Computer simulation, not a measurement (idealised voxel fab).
Name of the process module below: voxel ribs on slabs
Xsec cut, 265 nm wide, square cell size 5 nm.
Notation: cross-section as square-cell grid; stated in bands, top first, going down; one or more cell rows per band. Heads up on the band format: heights come first, top then bottom, in nm. After that it's the materials left to right, each with its width in nm. A single material flagged "everywhere" fills the whole band edge to edge, and "air" means there's empty space there. Height datum 0, below which the as-received substrate wafer is one material. Lowest band open at the bottom, running downward: "0 -> down". Width "30->40": first value at the band's top row of cells, second value at its bottom row, equal change from row to row. Step note "nothing was modified" = no cross-section cell changed. The label "Completely sealed voids" introduces a list of the empty spaces, 8 cells or larger, that have no open way up to the top; each entry in it reads width x height at distance, where the distance is taken from the left edge and all three are stated in nm. Post-settings text on a step line: simulator's own remark regarding the step. overlay nm: how far to the right of its planned place the mask lay on this masked step (negative: to the left).

-- Planned step list for the process
1. RECEIVE with material Si
2. DIRECTIONAL_DEP with material SiO2, thk nm 20
3. DIRECTIONAL_DEP with material polySi, thk nm 20
4. PATTERN with tone cover, mask id RIB, material resist, width nm 30, thk nm 15, overlay nm 0
5. DIRECTIONAL_ETCH with etch materials polySi, depth nm 5
6. STRIP with etch materials resist
7. PATTERN with tone cover, mask id SLAB, material resist, width nm 90, thk nm 20, overlay nm 0
8. DIRECTIONAL_ETCH with etch materials polySi, depth nm 15
9. STRIP with etch materials resist
10. FILL_DEP with material SiO2, thk nm 30
11. CMP with height nm 60
12. DIRECTIONAL_DEP with material TiN, thk nm 10
13. PATTERN with tone cover, mask id HEATER, material resist, width nm 40, thk nm 15, overlay nm 0
14. DIRECTIONAL_ETCH with etch materials TiN, depth nm 10
15. STRIP with etch materials resist
16. CONFORMAL_DEP with material SiN, thk nm 5

-- As received (post step 1): cross-section
  0 -> down | Si everywhere
  Completely sealed voids: none

-- Figure: cross-sectional view of the wafer upon completion of the module, processed from the initial state and according to the plan depicted above, with one error introduced during execution
  75 -> 70 | 105 of air; 50 of SiN; 110 of air
  70 -> 65 | 105 of air; 5 of SiN; 40 of TiN; 5 of SiN; 110 of air
  65 -> 60 | 110 of SiN; 40 of TiN; 115 of SiN
  60 -> 0 | SiO2 everywhere
  0 -> down | Si everywhere
  Completely sealed voids: none
Nonconformance to the process plan: contrary to plan, step 3 was performed as DIRECTIONAL_DEP with material SiO2, thk nm 20
